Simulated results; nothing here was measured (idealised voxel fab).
process module | voxel capacitor over wiring
cross-section cut | 270 nm wide | cells 5 nm
A cross-section is a grid of square cells, given in bands from the top down. A band is one or more rows of cells.
Each band's line starts with the height of the band's top and of its bottom, in nm. Then come its materials from left to right, each with its width in nm. One material with "throughout" fills the band from edge to edge. "air" is empty space.
Height 0 is the level under which the wafer as received is all one material. The lowest band goes on downwards, as in "0 down".
A width such as "30 to 40" changes by the same amount from each row of cells to the next, from the band's top row to its bottom row.
"no change" after a step means that no cell of the cross-section changed.
closed voids: empty space of 8 cells or more with no open way to the top, each as width x height at its distance from the left edge, in nm
after a step's settings: what the simulator itself notes on the step
overlay nm, on a step with a mask: how far to the right of its planned place the mask lay; to the left if negative
plan
1 op RECEIVE | material Si
2 op CONFORMAL_DEP | material SiO2 | thk nm 10
3 op CONFORMAL_DEP | material SiN | thk nm 5
4 op DIRECTIONAL_DEP | material SiO2 | thk nm 15
5 op PATTERN | tone open | mask id METAL_1 | material resist | width nm 20 | pitch nm 80 | thk nm 15 | overlay nm 0
6 op DIRECTIONAL_ETCH | etch materials SiO2 | depth nm 15
7 op DIRECTIONAL_ETCH | etch materials SiN | depth nm 5
8 op STRIP | etch materials resist
9 op CONFORMAL_DEP | material TiN | thk nm 5
10 op FILL_DEP | material Cu | thk nm 5
11 op CMP | height nm 30
12 op CONFORMAL_DEP | material SiCN | thk nm 5
13 op DIRECTIONAL_DEP | material SiO2 | thk nm 10
14 op DIRECTIONAL_DEP | material aC | thk nm 10
15 op PATTERN | tone open | mask id PLUG_1 | material resist | width nm 15 | thk nm 30 | overlay nm 0
16 op DIRECTIONAL_ETCH | etch materials aC | depth nm 10
17 op STRIP | etch materials resist
18 op DIRECTIONAL_ETCH | etch materials SiO2 | depth nm 10
19 op DIRECTIONAL_ETCH | etch materials SiCN | depth nm 5
20 op STRIP | etch materials aC
21 op EPI | material Ru | thk nm 10
22 op EPI | material Ru | thk nm 5
23 op DIRECTIONAL_DEP | material TiN | thk nm 5
24 op DIRECTIONAL_DEP | material SiN | thk nm 5
25 op DIRECTIONAL_DEP | material TiN | thk nm 10
26 op MASKED_ETCH | tone cover | mask id UPPER_PLATE | width nm 65 | etch materials TiN | depth nm 10 | overlay nm 0
27 op MASKED_ETCH | tone cover | mask id UPPER_PLATE | width nm 65 | etch materials SiN | depth nm 5 | overlay nm 0
28 op MASKED_ETCH | tone cover | mask id LOWER_PLATE | width nm 75 | etch materials TiN | depth nm 5 | overlay nm 0
29 op FILL_DEP | material SiO2 | thk nm 20
30 op CMP | height nm 80
31 op PATTERN | tone open | mask id PLUG_2 | material resist | width nm 15 | thk nm 20 | overlay nm 0
32 op DIRECTIONAL_ETCH | etch materials SiO2 | depth nm 15
33 op STRIP | etch materials resist
34 op CONFORMAL_DEP | material TiN | thk nm 5
35 op FILL_DEP | material W | thk nm 10
36 op CMP | height nm 80
37 op CONFORMAL_DEP | material SiCN | thk nm 5
as received, after step 1
  0 down: Si throughout
  closed voids: none
a wafer at the end: this start, this plan, one mistake
  85 to 80: SiCN throughout
  80 to 70: SiO2 90 | TiN 5 | W 5 | TiN 5 | SiO2 165
  70 to 65: SiO2 90 | TiN 15 | SiO2 165
  65 to 55: SiO2 90 | TiN 65 | SiO2 115
  55 to 50: SiO2 90 | SiN 65 | SiO2 115
  50 to 45: SiO2 85 | TiN 75 | SiO2 110
  45 to 35: SiO2 90 | Ru 15 | SiO2 165
  35 to 30: SiCN 90 | Ru 15 | SiCN 165
  30 to 15: SiO2 85 | TiN 5 | Cu 10 | TiN 5 | SiO2 60 | TiN 5 | Cu 10 | TiN 5 | SiO2 85
  15 to 10: SiN 85 | TiN 20 | SiN 60 | TiN 20 | SiN 85
  10 to 0: SiO2 throughout
  0 down: Si throughout
  closed voids: none
what went wrong: step 31 ran as: op PATTERN | tone open | mask id PLUG_2 | material resist | width nm 15 | thk nm 20 | overlay nm -10
